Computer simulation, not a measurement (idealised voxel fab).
Process module, titled voxel wiring stack
It is cross-section cut that appears here, measuring 225 nm in width, its square cells being 5 nm in size.
Reading order for cross-sections: top band down to bottom band. Underlying form: a grid of square cells. Band size: one or more rows of cells.
What a band's entry tells you: where the top is and where the bottom is, as heights in nm, and after that what lies inside, material by material from left to right, each with its width in nm. Empty space is written as the word "air", and a single material marked with the word "everywhere" occupies the band from edge to edge.
Height is counted from the level 0, under which the received wafer is composed throughout of one material. The lowest of the bands is not closed at the bottom but continues downward, in the notation "0 nm and below".
So if you see something like "30->40" for the width, read it as the top row of the band sitting at the first number and the bottom row at the second, with every row in between moving by the same amount as the last.
When a step is marked "no modifications", none of the cells in the cross-section changed during that step.
So "Sealed-off cavities" is basically the list of trapped voids: any empty space of 8 cells or more that can't reach the top through an opening. They're written width x height at distance, the distance being from the left edge, and it's all nm.
It should be noted that, on the line of a given step, the content following the step's settings is a remark produced by the simulator itself with respect to that step.
overlay nm: mask offset rightward from planned place, masked step; negative means leftward offset.

**List of planned process steps**
| 1 | RECEIVE with material Si |
| 2 | CONFORMAL_DEP with material SiO2, thk nm 10 |
| 3 | DIRECTIONAL_DEP with material TiN, thk nm 5 |
| 4 | DIRECTIONAL_DEP with material Ru, thk nm 15 |
| 5 | PATTERN with tone cover, mask id METAL_1, material resist, width nm 25, pitch nm 45, thk nm 20, overlay nm 0 |
| 6 | DIRECTIONAL_ETCH with etch materials Ru, depth nm 15 |
| 7 | DIRECTIONAL_ETCH with etch materials TiN, depth nm 5 |
| 8 | STRIP with etch materials resist |
| 9 | FILL_DEP with material lowk, thk nm 5 |
| 10 | CMP with height nm 30 |
| 11 | CONFORMAL_DEP with material SiCN, thk nm 5 |
| 12 | DIRECTIONAL_DEP with material lowk, thk nm 30 |
| 13 | MASKED_ETCH with tone open, mask id METAL_2_HOLES, width nm 15, pitch nm 45, etch materials lowk, depth nm 30, overlay nm 0 |
| 14 | MASKED_ETCH with tone open, mask id METAL_2, width nm 25, pitch nm 45, etch materials lowk, depth nm 20, overlay nm 0 |
| 15 | MASKED_ETCH with tone open, mask id METAL_2, width nm 25, pitch nm 45, etch materials SiCN, depth nm 5, overlay nm 0 |
| 16 | CONFORMAL_DEP with material TiN, thk nm 5 |
| 17 | FILL_DEP with material Cu, thk nm 5 |
| 18 | CMP with height nm 65 |
| 19 | CONFORMAL_DEP with material SiN, thk nm 5 |

**Step 1 complete: cross-section of the wafer as received**
	0 nm and below = Si everywhere
	Sealed-off cavities: none

**Looking at the first of two wafers in cross-section at end of module - ran to plan**
	70 nm to 65 nm = SiN everywhere
	65 nm to 50 nm = lowk 55 nm, then TiN 5 nm, then Cu 15 nm, then TiN 5 nm, then lowk 20 nm, then TiN 5 nm, then Cu 15 nm, then TiN 5 nm, then lowk 20 nm, then TiN 5 nm, then Cu 15 nm, then TiN 5 nm, then lowk 55 nm
	50 nm to 45 nm = lowk 55 nm, then TiN 5 nm, then Cu 5 nm, then TiN 15 nm, then lowk 20 nm, then TiN 5 nm, then Cu 5 nm, then TiN 15 nm, then lowk 20 nm, then TiN 5 nm, then Cu 5 nm, then TiN 15 nm, then lowk 55 nm
	45 nm to 35 nm = lowk 55 nm, then TiN 5 nm, then Cu 5 nm, then TiN 5 nm, then lowk 30 nm, then TiN 5 nm, then Cu 5 nm, then TiN 5 nm, then lowk 30 nm, then TiN 5 nm, then Cu 5 nm, then TiN 5 nm, then lowk 65 nm
	35 nm to 30 nm = SiCN 55 nm, then TiN 15 nm, then SiCN 30 nm, then TiN 15 nm, then SiCN 30 nm, then TiN 15 nm, then SiCN 65 nm
	30 nm to 15 nm = lowk 55 nm, then Ru 25 nm, then lowk 20 nm, then Ru 25 nm, then lowk 20 nm, then Ru 25 nm, then lowk 55 nm
	15 nm to 10 nm = lowk 55 nm, then TiN 25 nm, then lowk 20 nm, then TiN 25 nm, then lowk 20 nm, then TiN 25 nm, then lowk 55 nm
	10 nm to 0 nm = SiO2 everywhere
	0 nm and below = Si everywhere
	Sealed-off cavities: none

**Cross-section of the latter of the two wafers at module completion. It had an identical start and an identical plan to the former; in running it, one mistake was made**
	70 nm to 65 nm = SiN everywhere
	65 nm to 50 nm = lowk 55 nm, then TiN 5 nm, then Cu 15 nm, then TiN 5 nm, then lowk 20 nm, then TiN 5 nm, then Cu 15 nm, then TiN 5 nm, then lowk 20 nm, then TiN 5 nm, then Cu 15 nm, then TiN 5 nm, then lowk 55 nm
	50 nm to 45 nm = lowk 55 nm, then TiN 5 nm, then Cu 5 nm, then TiN 15 nm, then lowk 20 nm, then TiN 5 nm, then Cu 5 nm, then TiN 15 nm, then lowk 20 nm, then TiN 5 nm, then Cu 5 nm, then TiN 15 nm, then lowk 55 nm
	45 nm to 35 nm = lowk 55 nm, then TiN 5 nm, then Cu 5 nm, then TiN 5 nm, then lowk 30 nm, then TiN 5 nm, then Cu 5 nm, then TiN 5 nm, then lowk 30 nm, then TiN 5 nm, then Cu 5 nm, then TiN 5 nm, then lowk 65 nm
	35 nm to 30 nm = SiCN 55 nm, then TiN 15 nm, then SiCN 30 nm, then TiN 15 nm, then SiCN 30 nm, then TiN 15 nm, then SiCN 65 nm
	30 nm to 25 nm = lowk 55 nm, then TiN 25 nm, then lowk 20 nm, then TiN 25 nm, then lowk 20 nm, then TiN 25 nm, then lowk 55 nm
	25 nm to 10 nm = Ru everywhere
	10 nm to 0 nm = SiO2 everywhere
	0 nm and below = Si everywhere
	Sealed-off cavities: none
Deviation noted in wafer processing: steps 3 and 4 of the plan were run in the wrong order, each in the other's place
Final wafer comparison in cells, second versus first, more or fewer per material: 90 more of Ru; 90 fewer of lowk
